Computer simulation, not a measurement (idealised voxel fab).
process module | voxel wiring stack
cross-section cut | 300 nm wide | cells 5 nm
A cross-section is a grid of square cells, given in bands from the top down. A band is one or more rows of cells.
Each band's line starts with the height of the band's top and of its bottom, in nm. Then come its materials from left to right, each with its width in nm. One material with "throughout" fills the band from edge to edge. "air" is empty space.
Height 0 is the level under which the wafer as received is all one material. The lowest band goes on downwards, as in "0 down".
A width such as "30 to 40" changes by the same amount from each row of cells to the next, from the band's top row to its bottom row.
"no change" after a step means that no cell of the cross-section changed.
closed voids: empty space of 8 cells or more with no open way to the top, each as width x height at its distance from the left edge, in nm
after a step's settings: what the simulator itself notes on the step
overlay nm, on a step with a mask: how far to the right of its planned place the mask lay; to the left if negative
plan
1 op RECEIVE | material Si
2 op CONFORMAL_DEP | material SiO2 | thk nm 15
3 op DIRECTIONAL_DEP | material TiN | thk nm 5
4 op DIRECTIONAL_DEP | material W | thk nm 25
5 op DIRECTIONAL_DEP | material aC | thk nm 15
6 op PATTERN | tone cover | mask id METAL_1 | material resist | width nm 30 | pitch nm 50 | thk nm 35 | overlay nm 0
7 op DIRECTIONAL_ETCH | etch materials aC | depth nm 15
8 op STRIP | etch materials resist
9 op DIRECTIONAL_ETCH | etch materials W | depth nm 25
10 op DIRECTIONAL_ETCH | etch materials TiN | depth nm 5
11 op STRIP | etch materials aC
12 op CONFORMAL_DEP | material SiCN | thk nm 5
13 op FILL_DEP | material lowk | thk nm 10
14 op CMP | height nm 45
15 op CONFORMAL_DEP | material SiCN | thk nm 5
16 op DIRECTIONAL_DEP | material SiO2 | thk nm 15
17 op DIRECTIONAL_DEP | material aC | thk nm 10
18 op PATTERN | tone open | mask id PLUG_1 | material resist | width nm 15 | pitch nm 50 | thk nm 30 | overlay nm 0
19 op DIRECTIONAL_ETCH | etch materials aC | depth nm 10
20 op STRIP | etch materials resist
21 op DIRECTIONAL_ETCH | etch materials SiO2 | depth nm 15
22 op DIRECTIONAL_ETCH | etch materials SiCN | depth nm 5
23 op STRIP | etch materials aC
24 op EPI | material Ru | thk nm 10
25 op EPI | material Ru | thk nm 10
26 op DIRECTIONAL_DEP | material TiN | thk nm 5
27 op DIRECTIONAL_DEP | material Ru | thk nm 15
28 op PATTERN | tone cover | mask id METAL_2 | material resist | width nm 30 | pitch nm 50 | thk nm 15 | overlay nm 0
29 op DIRECTIONAL_ETCH | etch materials Ru | depth nm 15
30 op DIRECTIONAL_ETCH | etch materials TiN | depth nm 5
31 op STRIP | etch materials resist
32 op CONFORMAL_DEP | material SiN | thk nm 5
33 op FILL_DEP | material lowk | thk nm 10
34 op CMP | height nm 85
35 op CONFORMAL_DEP | material SiN | thk nm 5
first wafer, as planned
as received, after step 1
  0 down: Si throughout
  closed voids: none
after step 2
  15 to 0: SiO2 throughout
  below 0: unchanged
after step 3
  20 to 15: TiN throughout
  below 15: unchanged
after step 4
  45 to 20: W throughout
  below 20: unchanged
after step 5
  60 to 45: aC throughout
  below 45: unchanged
after step 6
  95 to 60: air 85 | resist 30 | air 20 | resist 30 | air 20 | resist 30 | air 85
  below 60: unchanged
after step 7
  80 to 60: air 85 | resist 30 | air 20 | resist 30 | air 20 | resist 30 | air 85
  60 to 45: air 85 | aC 30 | air 20 | aC 30 | air 20 | aC 30 | air 85
  below 45: unchanged
after step 8
  60 to 45: air 85 | aC 30 | air 20 | aC 30 | air 20 | aC 30 | air 85
  below 45: unchanged
after step 9
  60 to 45: air 85 | aC 30 | air 20 | aC 30 | air 20 | aC 30 | air 85
  45 to 20: air 85 | W 30 | air 20 | W 30 | air 20 | W 30 | air 85
  below 20: unchanged
after step 10
  60 to 45: air 85 | aC 30 | air 20 | aC 30 | air 20 | aC 30 | air 85
  45 to 20: air 85 | W 30 | air 20 | W 30 | air 20 | W 30 | air 85
  20 to 15: air 85 | TiN 30 | air 20 | TiN 30 | air 20 | TiN 30 | air 85
  below 15: unchanged
after step 11
  45 to 20: air 85 | W 30 | air 20 | W 30 | air 20 | W 30 | air 85
  below 20: unchanged
after step 12
  50 to 45: air 80 | SiCN 40 | air 10 | SiCN 40 | air 10 | SiCN 40 | air 80
  45 to 20: air 80 | SiCN 5 | W 30 | SiCN 5 | air 10 | SiCN 5 | W 30 | SiCN 5 | air 10 | SiCN 5 | W 30 | SiCN 5 | air 80
  20 to 15: SiCN 85 | TiN 30 | SiCN 20 | TiN 30 | SiCN 20 | TiN 30 | SiCN 85
  below 15: unchanged
after step 13
  60 to 50: lowk throughout
  50 to 45: lowk 80 | SiCN 40 | lowk 10 | SiCN 40 | lowk 10 | SiCN 40 | lowk 80
  45 to 20: lowk 80 | SiCN 5 | W 30 | SiCN 5 | lowk 10 | SiCN 5 | W 30 | SiCN 5 | lowk 10 | SiCN 5 | W 30 | SiCN 5 | lowk 80
  below 20: unchanged
after step 14
  45 to 20: lowk 80 | SiCN 5 | W 30 | SiCN 5 | lowk 10 | SiCN 5 | W 30 | SiCN 5 | lowk 10 | SiCN 5 | W 30 | SiCN 5 | lowk 80
  below 20: unchanged
after step 15
  50 to 45: SiCN throughout
  below 45: unchanged
after step 16
  65 to 50: SiO2 throughout
  below 50: unchanged
after step 17
  75 to 65: aC throughout
  below 65: unchanged
after step 18
  105 to 75: resist 85 | air 15 | resist 35 | air 15 | resist 35 | air 15 | resist 100
  below 75: unchanged
after step 19
  95 to 75: resist 85 | air 15 | resist 35 | air 15 | resist 35 | air 15 | resist 100
  75 to 65: aC 85 | air 15 | aC 35 | air 15 | aC 35 | air 15 | aC 100
  below 65: unchanged
after step 20
  75 to 65: aC 85 | air 15 | aC 35 | air 15 | aC 35 | air 15 | aC 100
  below 65: unchanged
after step 21
  75 to 65: aC 85 | air 15 | aC 35 | air 15 | aC 35 | air 15 | aC 100
  65 to 50: SiO2 85 | air 15 | SiO2 35 | air 15 | SiO2 35 | air 15 | SiO2 100
  below 50: unchanged
after step 22
  75 to 65: aC 85 | air 15 | aC 35 | air 15 | aC 35 | air 15 | aC 100
  65 to 50: SiO2 85 | air 15 | SiO2 35 | air 15 | SiO2 35 | air 15 | SiO2 100
  50 to 45: SiCN 85 | air 15 | SiCN 35 | air 15 | SiCN 35 | air 15 | SiCN 100
  below 45: unchanged
after step 23
  65 to 50: SiO2 85 | air 15 | SiO2 35 | air 15 | SiO2 35 | air 15 | SiO2 100
  below 50: unchanged
after step 24
  65 to 55: SiO2 85 | air 15 | SiO2 35 | air 15 | SiO2 35 | air 15 | SiO2 100
  55 to 50: SiO2 85 | Ru 15 | SiO2 35 | Ru 15 | SiO2 35 | Ru 15 | SiO2 100
  50 to 45: SiCN 85 | Ru 15 | SiCN 35 | Ru 15 | SiCN 35 | Ru 15 | SiCN 100
  below 45: unchanged
after step 25
  65 to 50: SiO2 85 | Ru 15 | SiO2 35 | Ru 15 | SiO2 35 | Ru 15 | SiO2 100
  below 50: unchanged
after step 26
  70 to 65: TiN throughout
  below 65: unchanged
after step 27
  85 to 70: Ru throughout
  below 70: unchanged
after step 28
  100 to 85: air 85 | resist 30 | air 20 | resist 30 | air 20 | resist 30 | air 85
  below 85: unchanged
after step 29
  100 to 85: air 85 | resist 30 | air 20 | resist 30 | air 20 | resist 30 | air 85
  85 to 70: air 85 | Ru 30 | air 20 | Ru 30 | air 20 | Ru 30 | air 85
  below 70: unchanged
after step 30
  100 to 85: air 85 | resist 30 | air 20 | resist 30 | air 20 | resist 30 | air 85
  85 to 70: air 85 | Ru 30 | air 20 | Ru 30 | air 20 | Ru 30 | air 85
  70 to 65: air 85 | TiN 30 | air 20 | TiN 30 | air 20 | TiN 30 | air 85
  below 65: unchanged
after step 31
  85 to 70: air 85 | Ru 30 | air 20 | Ru 30 | air 20 | Ru 30 | air 85
  below 70: unchanged
after step 32
  90 to 85: air 80 | SiN 40 | air 10 | SiN 40 | air 10 | SiN 40 | air 80
  85 to 70: air 80 | SiN 5 | Ru 30 | SiN 5 | air 10 | SiN 5 | Ru 30 | SiN 5 | air 10 | SiN 5 | Ru 30 | SiN 5 | air 80
  70 to 65: SiN 85 | TiN 30 | SiN 20 | TiN 30 | SiN 20 | TiN 30 | SiN 85
  below 65: unchanged
after step 33
  100 to 90: lowk throughout
  90 to 85: lowk 80 | SiN 40 | lowk 10 | SiN 40 | lowk 10 | SiN 40 | lowk 80
  85 to 70: lowk 80 | SiN 5 | Ru 30 | SiN 5 | lowk 10 | SiN 5 | Ru 30 | SiN 5 | lowk 10 | SiN 5 | Ru 30 | SiN 5 | lowk 80
  below 70: unchanged
after step 34
  85 to 70: lowk 80 | SiN 5 | Ru 30 | SiN 5 | lowk 10 | SiN 5 | Ru 30 | SiN 5 | lowk 10 | SiN 5 | Ru 30 | SiN 5 | lowk 80
  below 70: unchanged
after step 35
  90 to 85: SiN throughout
  below 85: unchanged
second wafer: like start, like plan, one mistake. Through step 25 it matches the first wafer
when step 26 should have ended: no change
when step 27 should have ended
  80 to 65: Ru throughout
  below 65: unchanged
when step 28 should have ended
  95 to 80: air 85 | resist 30 | air 20 | resist 30 | air 20 | resist 30 | air 85
  below 80: unchanged
when step 29 should have ended
  95 to 80: air 85 | resist 30 | air 20 | resist 30 | air 20 | resist 30 | air 85
  80 to 65: air 85 | Ru 30 | air 20 | Ru 30 | air 20 | Ru 30 | air 85
  below 65: unchanged
when step 30 should have ended: no change
when step 31 should have ended
  80 to 65: air 85 | Ru 30 | air 20 | Ru 30 | air 20 | Ru 30 | air 85
  below 65: unchanged
when step 32 should have ended
  85 to 80: air 80 | SiN 40 | air 10 | SiN 40 | air 10 | SiN 40 | air 80
  80 to 70: air 80 | SiN 5 | Ru 30 | SiN 5 | air 10 | SiN 5 | Ru 30 | SiN 5 | air 10 | SiN 5 | Ru 30 | SiN 5 | air 80
  70 to 65: SiN 85 | Ru 30 | SiN 20 | Ru 30 | SiN 20 | Ru 30 | SiN 85
  below 65: unchanged
when step 33 should have ended
  95 to 85: lowk throughout
  85 to 80: lowk 80 | SiN 40 | lowk 10 | SiN 40 | lowk 10 | SiN 40 | lowk 80
  80 to 70: lowk 80 | SiN 5 | Ru 30 | SiN 5 | lowk 10 | SiN 5 | Ru 30 | SiN 5 | lowk 10 | SiN 5 | Ru 30 | SiN 5 | lowk 80
  below 70: unchanged
when step 34 should have ended
  85 to 80: lowk 80 | SiN 40 | lowk 10 | SiN 40 | lowk 10 | SiN 40 | lowk 80
  below 80: unchanged
when step 35 should have ended
  90 to 85: SiN throughout
  below 85: unchanged
what went wrong: step 26 was left out
at the end the second wafer has, in cells: 18 more of SiN | 18 fewer of TiN
